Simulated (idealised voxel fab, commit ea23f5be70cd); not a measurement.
Title: Process Module voxel trench capacitor
In the cross-section labelled cut, the width is 250 nm and each square cell is 5 nm.
Heads up, the way a cross-section reads in here is a grid of square cells, handed over as bands from the top down, with every band being one or more rows of cells.
A band entry consists of two parts. The first gives the height of the band's top and the height of its bottom, in nm. The rest lists the band's materials from left to right, each with its width in nm. A single material labelled with the word "edge to edge" fills the band from edge to edge, and the word "empty" marks empty space.
Heights are expressed relative to 0, this being the level below which the as-received wafer comprises one material exclusively. The lowest band is unbounded in the downward direction and is denoted as in "z 0 and below".
Per-row width for "30..40": begins at first number (top row of band), ends at second number (bottom row), increment between rows held constant.
When a step is marked "no change occurred", none of the cells in the cross-section changed during that step.
Each empty space that has no open way to the top and spans at least 8 cells appears under "Fully sealed cavities" as width x height at distance, the distance counted from the left edge, all in nm.
Text after the settings on a step's line: the simulator's own remark on that step.
Among the settings permitted on a step's line is "overlay nm"; applied to a step with a mask, it specifies the extent to which the mask lay to the right of its planned position, whereas a negative figure signifies a position to the left.
### This section lists the process steps that were planned
| 1 | RECEIVE with material Si |
| 2 | CONFORMAL_DEP with material SiN, thk nm 10 |
| 3 | DIRECTIONAL_DEP with material aC, thk nm 15 |
| 4 | PATTERN with tone open, mask id TRENCH, material resist, width nm 30, pitch nm 60, thk nm 35, overlay nm 0 |
| 5 | DIRECTIONAL_ETCH with etch materials aC, depth nm 15 |
| 6 | STRIP with etch materials resist |
| 7 | DIRECTIONAL_ETCH with etch materials SiN, depth nm 10 |
| 8 | DIRECTIONAL_ETCH with etch materials Si, depth nm 25 |
| 9 | STRIP with etch materials aC |
| 10 | CONFORMAL_DEP with material Al2O3, thk nm 5 |
| 11 | CONFORMAL_DEP with material TiN, thk nm 5 |
| 12 | FILL_DEP with material W, thk nm 5 |
| 13 | CMP with height nm 10 |
### Wafer, first of two, run as planned
### Delivered wafer in cross-section: state after step 1
> z 0 and below: Si edge to edge
> Fully sealed cavities: none
### Wafer xsec, post step 2
> z 10 to 0: SiN edge to edge
> Beneath the level 0, the cross-section is identical to its previous state.
### Wafer xsec, post step 3
> z 25 to 10: aC edge to edge
> Beneath the level 10, the cross-section is identical to its previous state.
### Wafer xsec, post step 4
> z 60 to 25: resist 80; empty 30; resist 30; empty 30; resist 80
> Beneath the level 25, the cross-section is identical to its previous state.
### Wafer xsec, post step 5
> z 45 to 25: resist 80; empty 30; resist 30; empty 30; resist 80
> z 25 to 10: aC 80; empty 30; aC 30; empty 30; aC 80
> Beneath the level 10, the cross-section is identical to its previous state.
### Wafer xsec, post step 6
> z 25 to 10: aC 80; empty 30; aC 30; empty 30; aC 80
> Beneath the level 10, the cross-section is identical to its previous state.
### Wafer xsec, post step 7
> z 25 to 10: aC 80; empty 30; aC 30; empty 30; aC 80
> z 10 to 0: SiN 80; empty 30; SiN 30; empty 30; SiN 80
> Beneath the level 0, the cross-section is identical to its previous state.
### Wafer xsec, post step 8
> z 25 to 10: aC 80; empty 30; aC 30; empty 30; aC 80
> z 10 to 0: SiN 80; empty 30; SiN 30; empty 30; SiN 80
> z 0 to -25: Si 80; empty 30; Si 30; empty 30; Si 80
> Beneath the level -25, the cross-section is identical to its previous state.
### Wafer xsec, post step 9
> z 10 to 0: SiN 80; empty 30; SiN 30; empty 30; SiN 80
> Beneath the level 0, the cross-section is identical to its previous state.
### Wafer xsec, post step 10
> z 15 to 10: Al2O3 85; empty 20; Al2O3 40; empty 20; Al2O3 85
> z 10 to 0: SiN 80; Al2O3 5; empty 20; Al2O3 5; SiN 30; Al2O3 5; empty 20; Al2O3 5; SiN 80
> z 0 to -20: Si 80; Al2O3 5; empty 20; Al2O3 5; Si 30; Al2O3 5; empty 20; Al2O3 5; Si 80
> z -20 to -25: Si 80; Al2O3 30; Si 30; Al2O3 30; Si 80
> Beneath the level -25, the cross-section is identical to its previous state.
### Wafer xsec, post step 11
> z 20 to 15: TiN 90; empty 10; TiN 50; empty 10; TiN 90
> z 15 to 10: Al2O3 85; TiN 5; empty 10; TiN 5; Al2O3 40; TiN 5; empty 10; TiN 5; Al2O3 85
> z 10 to 0: SiN 80; Al2O3 5; TiN 5; empty 10; TiN 5; Al2O3 5; SiN 30; Al2O3 5; TiN 5; empty 10; TiN 5; Al2O3 5; SiN 80
> z 0 to -15: Si 80; Al2O3 5; TiN 5; empty 10; TiN 5; Al2O3 5; Si 30; Al2O3 5; TiN 5; empty 10; TiN 5; Al2O3 5; Si 80
> z -15 to -20: Si 80; Al2O3 5; TiN 20; Al2O3 5; Si 30; Al2O3 5; TiN 20; Al2O3 5; Si 80
> Beneath the level -20, the cross-section is identical to its previous state.
### Wafer xsec, post step 12
> z 25 to 20: W edge to edge
> z 20 to 15: TiN 90; W 10; TiN 50; W 10; TiN 90
> z 15 to 10: Al2O3 85; TiN 5; W 10; TiN 5; Al2O3 40; TiN 5; W 10; TiN 5; Al2O3 85
> z 10 to 0: SiN 80; Al2O3 5; TiN 5; W 10; TiN 5; Al2O3 5; SiN 30; Al2O3 5; TiN 5; W 10; TiN 5; Al2O3 5; SiN 80
> z 0 to -15: Si 80; Al2O3 5; TiN 5; W 10; TiN 5; Al2O3 5; Si 30; Al2O3 5; TiN 5; W 10; TiN 5; Al2O3 5; Si 80
> Beneath the level -15, the cross-section is identical to its previous state.
### Wafer xsec, post step 13
> z 10 to 0: SiN 80; Al2O3 5; TiN 5; W 10; TiN 5; Al2O3 5; SiN 30; Al2O3 5; TiN 5; W 10; TiN 5; Al2O3 5; SiN 80
> Beneath the level 0, the cross-section is identical to its previous state.
### Here the second wafer is described. Its start and its plan were those of the first wafer. Its run contained one mistake. Up to and including step 3, it did exactly what the first wafer did
### The second wafer cut through, at the time step 4 was supposed to be finished
> z 60 to 25: resist 75; empty 40; resist 20; empty 40; resist 75
> Beneath the level 25, the cross-section is identical to its previous state.
### The second wafer cut through, at the time step 5 was supposed to be finished
> z 45 to 25: resist 75; empty 40; resist 20; empty 40; resist 75
> z 25 to 10: aC 75; empty 40; aC 20; empty 40; aC 75
> Beneath the level 10, the cross-section is identical to its previous state.
### The second wafer cut through, at the time step 6 was supposed to be finished
> z 25 to 10: aC 75; empty 40; aC 20; empty 40; aC 75
> Beneath the level 10, the cross-section is identical to its previous state.
### The second wafer cut through, at the time step 7 was supposed to be finished
> z 25 to 10: aC 75; empty 40; aC 20; empty 40; aC 75
> z 10 to 0: SiN 75; empty 40; SiN 20; empty 40; SiN 75
> Beneath the level 0, the cross-section is identical to its previous state.
### The second wafer cut through, at the time step 8 was supposed to be finished
> z 25 to 10: aC 75; empty 40; aC 20; empty 40; aC 75
> z 10 to 0: SiN 75; empty 40; SiN 20; empty 40; SiN 75
> z 0 to -25: Si 75; empty 40; Si 20; empty 40; Si 75
> Beneath the level -25, the cross-section is identical to its previous state.
### The second wafer cut through, at the time step 9 was supposed to be finished
> z 10 to 0: SiN 75; empty 40; SiN 20; empty 40; SiN 75
> Beneath the level 0, the cross-section is identical to its previous state.
### The second wafer cut through, at the time step 10 was supposed to be finished
> z 15 to 10: Al2O3 80; empty 30; Al2O3 30; empty 30; Al2O3 80
> z 10 to 0: SiN 75; Al2O3 5; empty 30; Al2O3 5; SiN 20; Al2O3 5; empty 30; Al2O3 5; SiN 75
> z 0 to -20: Si 75; Al2O3 5; empty 30; Al2O3 5; Si 20; Al2O3 5; empty 30; Al2O3 5; Si 75
> z -20 to -25: Si 75; Al2O3 40; Si 20; Al2O3 40; Si 75
> Beneath the level -25, the cross-section is identical to its previous state.
### The second wafer cut through, at the time step 11 was supposed to be finished
> z 20 to 15: TiN 85; empty 20; TiN 40; empty 20; TiN 85
> z 15 to 10: Al2O3 80; TiN 5; empty 20; TiN 5; Al2O3 30; TiN 5; empty 20; TiN 5; Al2O3 80
> z 10 to 0: SiN 75; Al2O3 5; TiN 5; empty 20; TiN 5; Al2O3 5; SiN 20; Al2O3 5; TiN 5; empty 20; TiN 5; Al2O3 5; SiN 75
> z 0 to -15: Si 75; Al2O3 5; TiN 5; empty 20; TiN 5; Al2O3 5; Si 20; Al2O3 5; TiN 5; empty 20; TiN 5; Al2O3 5; Si 75
> z -15 to -20: Si 75; Al2O3 5; TiN 30; Al2O3 5; Si 20; Al2O3 5; TiN 30; Al2O3 5; Si 75
> Beneath the level -20, the cross-section is identical to its previous state.
### The second wafer cut through, at the time step 12 was supposed to be finished
> z 25 to 20: W edge to edge
> z 20 to 15: TiN 85; W 20; TiN 40; W 20; TiN 85
> z 15 to 10: Al2O3 80; TiN 5; W 20; TiN 5; Al2O3 30; TiN 5; W 20; TiN 5; Al2O3 80
> z 10 to 0: SiN 75; Al2O3 5; TiN 5; W 20; TiN 5; Al2O3 5; SiN 20; Al2O3 5; TiN 5; W 20; TiN 5; Al2O3 5; SiN 75
> z 0 to -15: Si 75; Al2O3 5; TiN 5; W 20; TiN 5; Al2O3 5; Si 20; Al2O3 5; TiN 5; W 20; TiN 5; Al2O3 5; Si 75
> Beneath the level -15, the cross-section is identical to its previous state.
### The second wafer cut through, at the time step 13 was supposed to be finished
> z 10 to 0: SiN 75; Al2O3 5; TiN 5; W 20; TiN 5; Al2O3 5; SiN 20; Al2O3 5; TiN 5; W 20; TiN 5; Al2O3 5; SiN 75
> Beneath the level 0, the cross-section is identical to its previous state.
What broke from the plan during processing? step 4 was not run as planned; what actually ran was PATTERN with tone open, mask id TRENCH, material resist, width nm 40, pitch nm 60, thk nm 35, overlay nm 0
FYI, end of process, the second wafer has more or fewer cells of some materials than the first: Al2O3 +4 | Si -20 | SiN -8 | TiN +4 | W +20
